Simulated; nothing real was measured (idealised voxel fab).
Documented hereafter: the process module known as voxel self aligned contacts.
The cross-section on display is named cut; it measures 250 nm wide, and its cells are 5 nm squares.
Cross-sections here: square-cell grids, written as top-down lists of bands, a band being one or more rows of cells. What a band's entry tells you: where the top is and where the bottom is, as heights in nm, and after that what lies inside, material by material from left to right, each with its width in nm. Empty space is written as the word "empty", and a single material marked with the word "edge to edge" occupies the band from edge to edge. Basically, 0 is our baseline, since under it the wafer straight out of the box is all one material. The bottom band has no lower end and keeps on going down, so it looks like "0 and below". A width such as "30 to 40" changes by the same amount from each row of cells to the next, from the band's top row to its bottom row. Any step labelled "nothing different" changed none of the cells in the cross-section. Each empty space that has no open way to the top and spans at least 8 cells appears under "Voids, enclosed" as width x height at distance, the distance counted from the left edge, all in nm. What comes after the settings on a step's line is commentary from the simulator itself on that step. For masked steps, "overlay nm" on the step line gives how far right of plan the mask actually lay; a minus sign means it lay to the left. Layout of what follows: cross-section pairs, each bracketing one process step, the after cross-section shown only to the lowest band that changed, the step between and its settings noted under each pair. Pairs may originate in different runs of this module on the same starting wafer; a pair continues from the pair above only where its entry headed "Pre-step snapshot" says so.

[Pre-step snapshot]
0 and below: Si edge to edge
Voids, enclosed: none

[Cross-Section Thereafter]
5 down to 0: SiO2 edge to edge
Rest of section, below 0: as before.
Voids, enclosed: none
Process step bridging the above cross-sections: CONFORMAL_DEP: material SiO2, thk nm 5

Pre-step snapshot: Please consult the pair immediately above; the cross-section it shows after its step is the state before this step.

[Cross-Section Thereafter]
25 down to 5: polySi edge to edge
Rest of section, below 5: as before.
Voids, enclosed: none
Process step bridging the above cross-sections: DIRECTIONAL_DEP: material polySi, thk nm 20

Pre-step snapshot: Please consult the pair immediately above; the cross-section it shows after its step is the state before this step.

[Cross-Section Thereafter]
45 down to 25: SiN edge to edge
Rest of section, below 25: as before.
Voids, enclosed: none
Process step bridging the above cross-sections: DIRECTIONAL_DEP: material SiN, thk nm 20

Pre-step snapshot: Please consult the pair immediately above; the cross-section it shows after its step is the state before this step.

[Cross-Section Thereafter]
65 down to 45: 40 of empty / 25 of resist / 45 of empty / 25 of resist / 45 of empty / 25 of resist / 45 of empty
Rest of section, below 45: as before.
Voids, enclosed: none
Process step bridging the above cross-sections: PATTERN: tone cover, mask id GATE, material resist, width nm 25, pitch nm 70, thk nm 20, overlay nm 0

Pre-step snapshot: Please consult the pair immediately above; the cross-section it shows after its step is the state before this step.

[Cross-Section Thereafter]
65 down to 45: 40 of empty / 25 of resist / 45 of empty / 25 of resist / 45 of empty / 25 of resist / 45 of empty
45 down to 25: 40 of empty / 25 of SiN / 45 of empty / 25 of SiN / 45 of empty / 25 of SiN / 45 of empty
Rest of section, below 25: as before.
Voids, enclosed: none
Process step bridging the above cross-sections: DIRECTIONAL_ETCH: etch materials SiN, depth nm 20

Pre-step snapshot: Please consult the pair immediately above; the cross-section it shows after its step is the state before this step.

[Cross-Section Thereafter]
65 down to 45: 40 of empty / 25 of resist / 45 of empty / 25 of resist / 45 of empty / 25 of resist / 45 of empty
45 down to 25: 40 of empty / 25 of SiN / 45 of empty / 25 of SiN / 45 of empty / 25 of SiN / 45 of empty
25 down to 5: 40 of empty / 25 of polySi / 45 of empty / 25 of polySi / 45 of empty / 25 of polySi / 45 of empty
Rest of section, below 5: as before.
Voids, enclosed: none
Process step bridging the above cross-sections: DIRECTIONAL_ETCH: etch materials polySi, depth nm 20

Pre-step snapshot: Please consult the pair immediately above; the cross-section it shows after its step is the state before this step.

[Cross-Section Thereafter]
45 down to 25: 40 of empty / 25 of SiN / 45 of empty / 25 of SiN / 45 of empty / 25 of SiN / 45 of empty
Rest of section, below 25: as before.
Voids, enclosed: none
Process step bridging the above cross-sections: STRIP: etch materials resist

Pre-step snapshot: Please consult the pair immediately above; the cross-section it shows after its step is the state before this step.

[Cross-Section Thereafter]
55 down to 25: 30 of empty / 45 of SiN / 25 of empty / 45 of SiN / 25 of empty / 45 of SiN / 35 of empty
25 down to 15: 30 of empty / 10 of SiN / 25 of polySi / 10 of SiN / 25 of empty / 10 of SiN / 25 of polySi / 10 of SiN / 25 of empty / 10 of SiN / 25 of polySi / 10 of SiN / 35 of empty
15 down to 5: 40 of SiN / 25 of polySi / 45 of SiN / 25 of polySi / 45 of SiN / 25 of polySi / 45 of SiN
Rest of section, below 5: as before.
Voids, enclosed: none
Process step bridging the above cross-sections: CONFORMAL_DEP: material SiN, thk nm 10

Pre-step snapshot: Please consult the pair immediately above; the cross-section it shows after its step is the state before this step.

[Cross-Section Thereafter]
45 down to 25: 30 of empty / 45 of SiN / 25 of empty / 45 of SiN / 25 of empty / 45 of SiN / 35 of empty
25 down to 5: 30 of empty / 10 of SiN / 25 of polySi / 10 of SiN / 25 of empty / 10 of SiN / 25 of polySi / 10 of SiN / 25 of empty / 10 of SiN / 25 of polySi / 10 of SiN / 35 of empty
Rest of section, below 5: as before.
Voids, enclosed: none
Process step bridging the above cross-sections: DIRECTIONAL_ETCH: etch materials SiN, depth nm 10

Pre-step snapshot: Please consult the pair immediately above; the cross-section it shows after its step is the state before this step.

[Cross-Section Thereafter]
60 down to 45: SiO2 edge to edge
45 down to 25: 30 of SiO2 / 45 of SiN / 25 of SiO2 / 45 of SiN / 25 of SiO2 / 45 of SiN / 35 of SiO2
25 down to 5: 30 of SiO2 / 10 of SiN / 25 of polySi / 10 of SiN / 25 of SiO2 / 10 of SiN / 25 of polySi / 10 of SiN / 25 of SiO2 / 10 of SiN / 25 of polySi / 10 of SiN / 35 of SiO2
Rest of section, below 5: as before.
Voids, enclosed: none
Process step bridging the above cross-sections: FILL_DEP: material SiO2, thk nm 15

Pre-step snapshot: Please consult the pair immediately above; the cross-section it shows after its step is the state before this step.

[Cross-Section Thereafter]
55 down to 45: SiO2 edge to edge
Rest of section, below 45: as before.
Voids, enclosed: none
Process step bridging the above cross-sections: CMP: height nm 55

Pre-step snapshot: Please consult the pair immediately above; the cross-section it shows after its step is the state before this step.

[Cross-Section Thereafter]
70 down to 55: 60 of resist / 55 of empty / 15 of resist / 55 of empty / 65 of resist
Rest of section, below 55: as before.
Voids, enclosed: none
Process step bridging the above cross-sections: PATTERN: tone open, mask id CONTACT, material resist, width nm 55, pitch nm 70, thk nm 15, overlay nm 0

Pre-step snapshot: Please consult the pair immediately above; the cross-section it shows after its step is the state before this step.

[Cross-Section Thereafter]
70 down to 55: 60 of resist / 55 of empty / 15 of resist / 55 of empty / 65 of resist
55 down to 45: 60 of SiO2 / 55 of empty / 15 of SiO2 / 55 of empty / 65 of SiO2
45 down to 25: 30 of SiO2 / 45 of SiN / 25 of empty / 45 of SiN / 25 of empty / 45 of SiN / 35 of SiO2
25 down to 5: 30 of SiO2 / 10 of SiN / 25 of polySi / 10 of SiN / 25 of empty / 10 of SiN / 25 of polySi / 10 of SiN / 25 of empty / 10 of SiN / 25 of polySi / 10 of SiN / 35 of SiO2
5 down to 0: 75 of SiO2 / 25 of empty / 45 of SiO2 / 25 of empty / 80 of SiO2
Rest of section, below 0: as before.
Voids, enclosed: none
Process step bridging the above cross-sections: DIRECTIONAL_ETCH: etch materials SiO2, depth nm 55

Pre-step snapshot: Please consult the pair immediately above; the cross-section it shows after its step is the state before this step.

[Cross-Section Thereafter]
55 down to 45: 60 of SiO2 / 55 of empty / 15 of SiO2 / 55 of empty / 65 of SiO2
Rest of section, below 45: as before.
Voids, enclosed: none
Process step bridging the above cross-sections: STRIP: etch materials resist

Pre-step snapshot: Please consult the pair immediately above; the cross-section it shows after its step is the state before this step.

[Cross-Section Thereafter]
60 down to 55: 65 of TiN / 45 of empty / 25 of TiN / 45 of empty / 70 of TiN
55 down to 45: 60 of SiO2 / 5 to 20 of TiN / 45 to 15 of empty / 5 to 20 of TiN / 15 of SiO2 / 5 to 20 of TiN / 45 to 15 of empty / 5 to 20 of TiN / 65 of SiO2
45 down to 25: 30 of SiO2 / 45 of SiN / 5 of TiN / 15 of empty / 5 of TiN / 45 of SiN / 5 of TiN / 15 of empty / 5 of TiN / 45 of SiN / 35 of SiO2
25 down to 5: 30 of SiO2 / 10 of SiN / 25 of polySi / 10 of SiN / 5 of TiN / 15 of empty / 5 of TiN / 10 of SiN / 25 of polySi / 10 of SiN / 5 of TiN / 15 of empty / 5 of TiN / 10 of SiN / 25 of polySi / 10 of SiN / 35 of SiO2
5 down to 0: 75 of SiO2 / 25 of TiN / 45 of SiO2 / 25 of TiN / 80 of SiO2
Rest of section, below 0: as before.
Voids, enclosed: none
Process step bridging the above cross-sections: CONFORMAL_DEP: material TiN, thk nm 5

Pre-step snapshot: Please consult the pair immediately above; the cross-section it shows after its step is the state before this step.

[Cross-Section Thereafter]
65 down to 60: W edge to edge
60 down to 55: 65 of TiN / 45 of W / 25 of TiN / 45 of W / 70 of TiN
55 down to 45: 60 of SiO2 / 5 to 20 of TiN / 45 to 15 of W / 5 to 20 of TiN / 15 of SiO2 / 5 to 20 of TiN / 45 to 15 of W / 5 to 20 of TiN / 65 of SiO2
45 down to 25: 30 of SiO2 / 45 of SiN / 5 of TiN / 15 of W / 5 of TiN / 45 of SiN / 5 of TiN / 15 of W / 5 of TiN / 45 of SiN / 35 of SiO2
25 down to 5: 30 of SiO2 / 10 of SiN / 25 of polySi / 10 of SiN / 5 of TiN / 15 of W / 5 of TiN / 10 of SiN / 25 of polySi / 10 of SiN / 5 of TiN / 15 of W / 5 of TiN / 10 of SiN / 25 of polySi / 10 of SiN / 35 of SiO2
Rest of section, below 5: as before.
Voids, enclosed: none
Process step bridging the above cross-sections: FILL_DEP: material W, thk nm 5

Pre-step snapshot: Please consult the pair immediately above; the cross-section it shows after its step is the state before this step.

[Cross-Section Thereafter]
55 down to 45: 60 of SiO2 / 5 to 20 of TiN / 45 to 15 of W / 5 to 20 of TiN / 15 of SiO2 / 5 to 20 of TiN / 45 to 15 of W / 5 to 20 of TiN / 65 of SiO2
Rest of section, below 45: as before.
Voids, enclosed: none
Process step bridging the above cross-sections: CMP: height nm 55

Pre-step snapshot: Please consult the pair immediately above; the cross-section it shows after its step is the state before this step.

[Cross-Section Thereafter]
60 down to 55: SiN edge to edge
Rest of section, below 55: as before.
Voids, enclosed: none
Process step bridging the above cross-sections: CONFORMAL_DEP: material SiN, thk nm 5

[Pre-step snapshot]
0 and below: Si edge to edge
Voids, enclosed: none

[Cross-Section Thereafter]
20 down to 0: polySi edge to edge
Rest of section, below 0: as before.
Voids, enclosed: none
Process step bridging the above cross-sections: DIRECTIONAL_DEP: material polySi, thk nm 20

Pre-step snapshot: Please consult the pair immediately above; the cross-section it shows after its step is the state before this step.

[Cross-Section Thereafter]
40 down to 20: SiN edge to edge
Rest of section, below 20: as before.
Voids, enclosed: none
Process step bridging the above cross-sections: DIRECTIONAL_DEP: material SiN, thk nm 20

Pre-step snapshot: Please consult the pair immediately above; the cross-section it shows after its step is the state before this step.

[Cross-Section Thereafter]
60 down to 40: 40 of empty / 25 of resist / 45 of empty / 25 of resist / 45 of empty / 25 of resist / 45 of empty
Rest of section, below 40: as before.
Voids, enclosed: none
Process step bridging the above cross-sections: PATTERN: tone cover, mask id GATE, material resist, width nm 25, pitch nm 70, thk nm 20, overlay nm 0

Pre-step snapshot: Please consult the pair immediately above; the cross-section it shows after its step is the state before this step.

[Cross-Section Thereafter]
60 down to 40: 40 of empty / 25 of resist / 45 of empty / 25 of resist / 45 of empty / 25 of resist / 45 of empty
40 down to 20: 40 of empty / 25 of SiN / 45 of empty / 25 of SiN / 45 of empty / 25 of SiN / 45 of empty
Rest of section, below 20: as before.
Voids, enclosed: none
Process step bridging the above cross-sections: DIRECTIONAL_ETCH: etch materials SiN, depth nm 20

Pre-step snapshot: Please consult the pair immediately above; the cross-section it shows after its step is the state before this step.

[Cross-Section Thereafter]
60 down to 40: 40 of empty / 25 of resist / 45 of empty / 25 of resist / 45 of empty / 25 of resist / 45 of empty
40 down to 20: 40 of empty / 25 of SiN / 45 of empty / 25 of SiN / 45 of empty / 25 of SiN / 45 of empty
20 down to 0: 40 of empty / 25 of polySi / 45 of empty / 25 of polySi / 45 of empty / 25 of polySi / 45 of empty
Rest of section, below 0: as before.
Voids, enclosed: none
Process step bridging the above cross-sections: DIRECTIONAL_ETCH: etch materials polySi, depth nm 20

Pre-step snapshot: Please consult the pair immediately above; the cross-section it shows after its step is the state before this step.

[Cross-Section Thereafter]
40 down to 20: 40 of empty / 25 of SiN / 45 of empty / 25 of SiN / 45 of empty / 25 of SiN / 45 of empty
Rest of section, below 20: as before.
Voids, enclosed: none
Process step bridging the above cross-sections: STRIP: etch materials resist

Pre-step snapshot: Please consult the pair immediately above; the cross-section it shows after its step is the state before this step.

[Cross-Section Thereafter]
50 down to 20: 30 of empty / 45 of SiN / 25 of empty / 45 of SiN / 25 of empty / 45 of SiN / 35 of empty
20 down to 10: 30 of empty / 10 of SiN / 25 of polySi / 10 of SiN / 25 of empty / 10 of SiN / 25 of polySi / 10 of SiN / 25 of empty / 10 of SiN / 25 of polySi / 10 of SiN / 35 of empty
10 down to 0: 40 of SiN / 25 of polySi / 45 of SiN / 25 of polySi / 45 of SiN / 25 of polySi / 45 of SiN
Rest of section, below 0: as before.
Voids, enclosed: none
Process step bridging the above cross-sections: CONFORMAL_DEP: material SiN, thk nm 10

Pre-step snapshot: Please consult the pair immediately above; the cross-section it shows after its step is the state before this step.

[Cross-Section Thereafter]
40 down to 20: 30 of empty / 45 of SiN / 25 of empty / 45 of SiN / 25 of empty / 45 of SiN / 35 of empty
20 down to 0: 30 of empty / 10 of SiN / 25 of polySi / 10 of SiN / 25 of empty / 10 of SiN / 25 of polySi / 10 of SiN / 25 of empty / 10 of SiN / 25 of polySi / 10 of SiN / 35 of empty
Rest of section, below 0: as before.
Voids, enclosed: none
Process step bridging the above cross-sections: DIRECTIONAL_ETCH: etch materials SiN, depth nm 10

Pre-step snapshot: Please consult the pair immediately above; the cross-section it shows after its step is the state before this step.

[Cross-Section Thereafter]
55 down to 40: SiO2 edge to edge
40 down to 20: 30 of SiO2 / 45 of SiN / 25 of SiO2 / 45 of SiN / 25 of SiO2 / 45 of SiN / 35 of SiO2
20 down to 0: 30 of SiO2 / 10 of SiN / 25 of polySi / 10 of SiN / 25 of SiO2 / 10 of SiN / 25 of polySi / 10 of SiN / 25 of SiO2 / 10 of SiN / 25 of polySi / 10 of SiN / 35 of SiO2
Rest of section, below 0: as before.
Voids, enclosed: none
Process step bridging the above cross-sections: FILL_DEP: material SiO2, thk nm 15

Pre-step snapshot: Please consult the pair immediately above; the cross-section it shows after its step is the state before this step.

[Cross-Section Thereafter]
70 down to 55: 60 of resist / 55 of empty / 15 of resist / 55 of empty / 65 of resist
Rest of section, below 55: as before.
Voids, enclosed: none
Process step bridging the above cross-sections: PATTERN: tone open, mask id CONTACT, material resist, width nm 55, pitch nm 70, thk nm 15, overlay nm 0

Pre-step snapshot: Please consult the pair immediately above; the cross-section it shows after its step is the state before this step.

[Cross-Section Thereafter]
70 down to 55: 60 of resist / 55 of empty / 15 of resist / 55 of empty / 65 of resist
55 down to 40: 60 of SiO2 / 55 of empty / 15 of SiO2 / 55 of empty / 65 of SiO2
40 down to 20: 30 of SiO2 / 45 of SiN / 25 of empty / 45 of SiN / 25 of empty / 45 of SiN / 35 of SiO2
20 down to 0: 30 of SiO2 / 10 of SiN / 25 of polySi / 10 of SiN / 25 of empty / 10 of SiN / 25 of polySi / 10 of SiN / 25 of empty / 10 of SiN / 25 of polySi / 10 of SiN / 35 of SiO2
Rest of section, below 0: as before.
Voids, enclosed: none
Process step bridging the above cross-sections: DIRECTIONAL_ETCH: etch materials SiO2, depth nm 55

Pre-step snapshot: Please consult the pair immediately above; the cross-section it shows after its step is the state before this step.

[Cross-Section Thereafter]
55 down to 40: 60 of SiO2 / 55 of empty / 15 of SiO2 / 55 of empty / 65 of SiO2
Rest of section, below 40: as before.
Voids, enclosed: none
Process step bridging the above cross-sections: STRIP: etch materials resist

Pre-step snapshot: Please consult the pair immediately above; the cross-section it shows after its step is the state before this step.

[Cross-Section Thereafter]
60 down to 55: 65 of TiN / 45 of empty / 25 of TiN / 45 of empty / 70 of TiN
55 down to 45: 60 of SiO2 / 5 of TiN / 45 of empty / 5 of TiN / 15 of SiO2 / 5 of TiN / 45 of empty / 5 of TiN / 65 of SiO2
45 down to 40: 60 of SiO2 / 20 of TiN / 15 of empty / 20 of TiN / 15 of SiO2 / 20 of TiN / 15 of empty / 20 of TiN / 65 of SiO2
40 down to 20: 30 of SiO2 / 45 of SiN / 5 of TiN / 15 of empty / 5 of TiN / 45 of SiN / 5 of TiN / 15 of empty / 5 of TiN / 45 of SiN / 35 of SiO2
20 down to 5: 30 of SiO2 / 10 of SiN / 25 of polySi / 10 of SiN / 5 of TiN / 15 of empty / 5 of TiN / 10 of SiN / 25 of polySi / 10 of SiN / 5 of TiN / 15 of empty / 5 of TiN / 10 of SiN / 25 of polySi / 10 of SiN / 35 of SiO2
5 down to 0: 30 of SiO2 / 10 of SiN / 25 of polySi / 10 of SiN / 25 of TiN / 10 of SiN / 25 of polySi / 10 of SiN / 25 of TiN / 10 of SiN / 25 of polySi / 10 of SiN / 35 of SiO2
Rest of section, below 0: as before.
Voids, enclosed: none
Process step bridging the above cross-sections: CONFORMAL_DEP: material TiN, thk nm 5

Pre-step snapshot: Please consult the pair immediately above; the cross-section it shows after its step is the state before this step.

[Cross-Section Thereafter]
65 down to 60: W edge to edge
60 down to 55: 65 of TiN / 45 of W / 25 of TiN / 45 of W / 70 of TiN
55 down to 45: 60 of SiO2 / 5 of TiN / 45 of W / 5 of TiN / 15 of SiO2 / 5 of TiN / 45 of W / 5 of TiN / 65 of SiO2
45 down to 40: 60 of SiO2 / 20 of TiN / 15 of W / 20 of TiN / 15 of SiO2 / 20 of TiN / 15 of W / 20 of TiN / 65 of SiO2
40 down to 20: 30 of SiO2 / 45 of SiN / 5 of TiN / 15 of W / 5 of TiN / 45 of SiN / 5 of TiN / 15 of W / 5 of TiN / 45 of SiN / 35 of SiO2
20 down to 5: 30 of SiO2 / 10 of SiN / 25 of polySi / 10 of SiN / 5 of TiN / 15 of W / 5 of TiN / 10 of SiN / 25 of polySi / 10 of SiN / 5 of TiN / 15 of W / 5 of TiN / 10 of SiN / 25 of polySi / 10 of SiN / 35 of SiO2
Rest of section, below 5: as before.
Voids, enclosed: none
Process step bridging the above cross-sections: FILL_DEP: material W, thk nm 5

Pre-step snapshot: Please consult the pair immediately above; the cross-section it shows after its step is the state before this step.

[Cross-Section Thereafter]
55 down to 45: 60 of SiO2 / 5 of TiN / 45 of W / 5 of TiN / 15 of SiO2 / 5 of TiN / 45 of W / 5 of TiN / 65 of SiO2
Rest of section, below 45: as before.
Voids, enclosed: none
Process step bridging the above cross-sections: CMP: height nm 55

Pre-step snapshot: Please consult the pair immediately above; the cross-section it shows after its step is the state before this step.

[Cross-Section Thereafter]
60 down to 55: SiN edge to edge
Rest of section, below 55: as before.
Voids, enclosed: none
Process step bridging the above cross-sections: CONFORMAL_DEP: material SiN, thk nm 5

[Pre-step snapshot]
45 down to 25: SiN edge to edge
25 down to 5: polySi edge to edge
5 down to 0: SiO2 edge to edge
0 and below: Si edge to edge
Voids, enclosed: none

[Cross-Section Thereafter]
65 down to 25: SiN edge to edge
Rest of section, below 25: as before.
Voids, enclosed: none
Process step bridging the above cross-sections: DIRECTIONAL_DEP: material SiN, thk nm 20

Pre-step snapshot: Please consult the pair immediately above; the cross-section it shows after its step is the state before this step.

[Cross-Section Thereafter]
85 down to 65: 40 of empty / 25 of resist / 45 of empty / 25 of resist / 45 of empty / 25 of resist / 45 of empty
Rest of section, below 65: as before.
Voids, enclosed: none
Process step bridging the above cross-sections: PATTERN: tone cover, mask id GATE, material resist, width nm 25, pitch nm 70, thk nm 20, overlay nm 0

Pre-step snapshot: Please consult the pair immediately above; the cross-section it shows after its step is the state before this step.

[Cross-Section Thereafter]
85 down to 65: 40 of empty / 25 of resist / 45 of empty / 25 of resist / 45 of empty / 25 of resist / 45 of empty
65 down to 45: 40 of empty / 25 of SiN / 45 of empty / 25 of SiN / 45 of empty / 25 of SiN / 45 of empty
Rest of section, below 45: as before.
Voids, enclosed: none
Process step bridging the above cross-sections: DIRECTIONAL_ETCH: etch materials SiN, depth nm 20

Pre-step snapshot: Please consult the pair immediately above; the cross-section it shows after its step is the state before this step.

[Cross-Section Thereafter]
65 down to 45: 40 of empty / 25 of SiN / 45 of empty / 25 of SiN / 45 of empty / 25 of SiN / 45 of empty
Rest of section, below 45: as before.
Voids, enclosed: none
Process step bridging the above cross-sections: STRIP: etch materials resist

Pre-step snapshot: Please consult the pair immediately above; the cross-section it shows after its step is the state before this step.

[Cross-Section Thereafter]
75 down to 55: 30 of empty / 45 of SiN / 25 of empty / 45 of SiN / 25 of empty / 45 of SiN / 35 of empty
55 down to 25: SiN edge to edge
Rest of section, below 25: as before.
Voids, enclosed: none
Process step bridging the above cross-sections: CONFORMAL_DEP: material SiN, thk nm 10

Pre-step snapshot: Please consult the pair immediately above; the cross-section it shows after its step is the state before this step.

[Cross-Section Thereafter]
65 down to 45: 30 of empty / 45 of SiN / 25 of empty / 45 of SiN / 25 of empty / 45 of SiN / 35 of empty
Rest of section, below 45: as before.
Voids, enclosed: none
Process step bridging the above cross-sections: DIRECTIONAL_ETCH: etch materials SiN, depth nm 10

Pre-step snapshot: Please consult the pair immediately above; the cross-section it shows after its step is the state before this step.

[Cross-Section Thereafter]
80 down to 65: SiO2 edge to edge
65 down to 45: 30 of SiO2 / 45 of SiN / 25 of SiO2 / 45 of SiN / 25 of SiO2 / 45 of SiN / 35 of SiO2
Rest of section, below 45: as before.
Voids, enclosed: none
Process step bridging the above cross-sections: FILL_DEP: material SiO2, thk nm 15

Pre-step snapshot: Please consult the pair immediately above; the cross-section it shows after its step is the state before this step.

[Cross-Section Thereafter]
55 down to 45: 30 of SiO2 / 45 of SiN / 25 of SiO2 / 45 of SiN / 25 of SiO2 / 45 of SiN / 35 of SiO2
Rest of section, below 45: as before.
Voids, enclosed: none
Process step bridging the above cross-sections: CMP: height nm 55

Pre-step snapshot: Please consult the pair immediately above; the cross-section it shows after its step is the state before this step.

[Cross-Section Thereafter]
70 down to 55: 60 of resist / 55 of empty / 15 of resist / 55 of empty / 65 of resist
Rest of section, below 55: as before.
Voids, enclosed: none
Process step bridging the above cross-sections: PATTERN: tone open, mask id CONTACT, material resist, width nm 55, pitch nm 70, thk nm 15, overlay nm 0

Pre-step snapshot: Please consult the pair immediately above; the cross-section it shows after its step is the state before this step.

[Cross-Section Thereafter]
70 down to 55: 60 of resist / 55 of empty / 15 of resist / 55 of empty / 65 of resist
55 down to 45: 30 of SiO2 / 45 of SiN / 25 of empty / 45 of SiN / 25 of empty / 45 of SiN / 35 of SiO2
Rest of section, below 45: as before.
Voids, enclosed: none
Process step bridging the above cross-sections: DIRECTIONAL_ETCH: etch materials SiO2, depth nm 55

Pre-step snapshot: Please consult the pair immediately above; the cross-section it shows after its step is the state before this step.

[Cross-Section Thereafter]
55 down to 45: 30 of SiO2 / 45 of SiN / 25 of empty / 45 of SiN / 25 of empty / 45 of SiN / 35 of SiO2
Rest of section, below 45: as before.
Voids, enclosed: none
Process step bridging the above cross-sections: STRIP: etch materials resist

Pre-step snapshot: Please consult the pair immediately above; the cross-section it shows after its step is the state before this step.

[Cross-Section Thereafter]
60 down to 55: 80 of TiN / 15 of empty / 55 of TiN / 15 of empty / 85 of TiN
55 down to 50: 30 of SiO2 / 45 of SiN / 5 of TiN / 15 of empty / 5 of TiN / 45 of SiN / 5 of TiN / 15 of empty / 5 of TiN / 45 of SiN / 35 of SiO2
50 down to 45: 30 of SiO2 / 45 of SiN / 25 of TiN / 45 of SiN / 25 of TiN / 45 of SiN / 35 of SiO2
Rest of section, below 45: as before.
Voids, enclosed: none
Process step bridging the above cross-sections: CONFORMAL_DEP: material TiN, thk nm 5

Pre-step snapshot: Please consult the pair immediately above; the cross-section it shows after its step is the state before this step.

[Cross-Section Thereafter]
65 down to 60: W edge to edge
60 down to 55: 80 of TiN / 15 of W / 55 of TiN / 15 of W / 85 of TiN
55 down to 50: 30 of SiO2 / 45 of SiN / 5 of TiN / 15 of W / 5 of TiN / 45 of SiN / 5 of TiN / 15 of W / 5 of TiN / 45 of SiN / 35 of SiO2
Rest of section, below 50: as before.
Voids, enclosed: none
Process step bridging the above cross-sections: FILL_DEP: material W, thk nm 5

Pre-step snapshot: Please consult the pair immediately above; the cross-section it shows after its step is the state before this step.

[Cross-Section Thereafter]
55 down to 50: 30 of SiO2 / 45 of SiN / 5 of TiN / 15 of W / 5 of TiN / 45 of SiN / 5 of TiN / 15 of W / 5 of TiN / 45 of SiN / 35 of SiO2
Rest of section, below 50: as before.
Voids, enclosed: none
Process step bridging the above cross-sections: CMP: height nm 55

Pre-step snapshot: Please consult the pair immediately above; the cross-section it shows after its step is the state before this step.

[Cross-Section Thereafter]
60 down to 55: SiN edge to edge
Rest of section, below 55: as before.
Voids, enclosed: none
Process step bridging the above cross-sections: CONFORMAL_DEP: material SiN, thk nm 5

[Pre-step snapshot]
20 down to 0: polySi edge to edge
0 and below: Si edge to edge
Voids, enclosed: none

[Cross-Section Thereafter]
25 down to 20: SiO2 edge to edge
Rest of section, below 20: as before.
Voids, enclosed: none
Process step bridging the above cross-sections: CONFORMAL_DEP: material SiO2, thk nm 5

Pre-step snapshot: Please consult the pair immediately above; the cross-section it shows after its step is the state before this step.

[Cross-Section Thereafter]
45 down to 25: SiN edge to edge
Rest of section, below 25: as before.
Voids, enclosed: none
Process step bridging the above cross-sections: DIRECTIONAL_DEP: material SiN, thk nm 20

Pre-step snapshot: Please consult the pair immediately above; the cross-section it shows after its step is the state before this step.

[Cross-Section Thereafter]
65 down to 45: 40 of empty / 25 of resist / 45 of empty / 25 of resist / 45 of empty / 25 of resist / 45 of empty
Rest of section, below 45: as before.
Voids, enclosed: none
Process step bridging the above cross-sections: PATTERN: tone cover, mask id GATE, material resist, width nm 25, pitch nm 70, thk nm 20, overlay nm 0

Pre-step snapshot: Please consult the pair immediately above; the cross-section it shows after its step is the state before this step.

[Cross-Section Thereafter]
65 down to 45: 40 of empty / 25 of resist / 45 of empty / 25 of resist / 45 of empty / 25 of resist / 45 of empty
45 down to 25: 40 of empty / 25 of SiN / 45 of empty / 25 of SiN / 45 of empty / 25 of SiN / 45 of empty
Rest of section, below 25: as before.
Voids, enclosed: none
Process step bridging the above cross-sections: DIRECTIONAL_ETCH: etch materials SiN, depth nm 20

Pre-step snapshot: Please consult the pair immediately above; the cross-section it shows after its step is the state before this step.

[Cross-Section Thereafter]
45 down to 25: 40 of empty / 25 of SiN / 45 of empty / 25 of SiN / 45 of empty / 25 of SiN / 45 of empty
Rest of section, below 25: as before.
Voids, enclosed: none
Process step bridging the above cross-sections: STRIP: etch materials resist

Pre-step snapshot: Please consult the pair immediately above; the cross-section it shows after its step is the state before this step.

[Cross-Section Thereafter]
55 down to 35: 30 of empty / 45 of SiN / 25 of empty / 45 of SiN / 25 of empty / 45 of SiN / 35 of empty
35 down to 25: SiN edge to edge
Rest of section, below 25: as before.
Voids, enclosed: none
Process step bridging the above cross-sections: CONFORMAL_DEP: material SiN, thk nm 10

Pre-step snapshot: Please consult the pair immediately above; the cross-section it shows after its step is the state before this step.

[Cross-Section Thereafter]
45 down to 25: 30 of empty / 45 of SiN / 25 of empty / 45 of SiN / 25 of empty / 45 of SiN / 35 of empty
Rest of section, below 25: as before.
Voids, enclosed: none
Process step bridging the above cross-sections: DIRECTIONAL_ETCH: etch materials SiN, depth nm 10

Pre-step snapshot: Please consult the pair immediately above; the cross-section it shows after its step is the state before this step.

[Cross-Section Thereafter]
60 down to 45: SiO2 edge to edge
45 down to 25: 30 of SiO2 / 45 of SiN / 25 of SiO2 / 45 of SiN / 25 of SiO2 / 45 of SiN / 35 of SiO2
Rest of section, below 25: as before.
Voids, enclosed: none
Process step bridging the above cross-sections: FILL_DEP: material SiO2, thk nm 15

Pre-step snapshot: Please consult the pair immediately above; the cross-section it shows after its step is the state before this step.

[Cross-Section Thereafter]
55 down to 45: SiO2 edge to edge
Rest of section, below 45: as before.
Voids, enclosed: none
Process step bridging the above cross-sections: CMP: height nm 55

Pre-step snapshot: Please consult the pair immediately above; the cross-section it shows after its step is the state before this step.

[Cross-Section Thereafter]
70 down to 55: 60 of resist / 55 of empty / 15 of resist / 55 of empty / 65 of resist
Rest of section, below 55: as before.
Voids, enclosed: none
Process step bridging the above cross-sections: PATTERN: tone open, mask id CONTACT, material resist, width nm 55, pitch nm 70, thk nm 15, overlay nm 0

Pre-step snapshot: Please consult the pair immediately above; the cross-section it shows after its step is the state before this step.

[Cross-Section Thereafter]
70 down to 55: 60 of resist / 55 of empty / 15 of resist / 55 of empty / 65 of resist
55 down to 45: 60 of SiO2 / 55 of empty / 15 of SiO2 / 55 of empty / 65 of SiO2
45 down to 25: 30 of SiO2 / 45 of SiN / 25 of empty / 45 of SiN / 25 of empty / 45 of SiN / 35 of SiO2
25 down to 20: 75 of SiO2 / 25 of empty / 45 of SiO2 / 25 of empty / 80 of SiO2
Rest of section, below 20: as before.
Voids, enclosed: none
Process step bridging the above cross-sections: DIRECTIONAL_ETCH: etch materials SiO2, depth nm 55

Pre-step snapshot: Please consult the pair immediately above; the cross-section it shows after its step is the state before this step.

[Cross-Section Thereafter]
55 down to 45: 60 of SiO2 / 55 of empty / 15 of SiO2 / 55 of empty / 65 of SiO2
Rest of section, below 45: as before.
Voids, enclosed: none
Process step bridging the above cross-sections: STRIP: etch materials resist
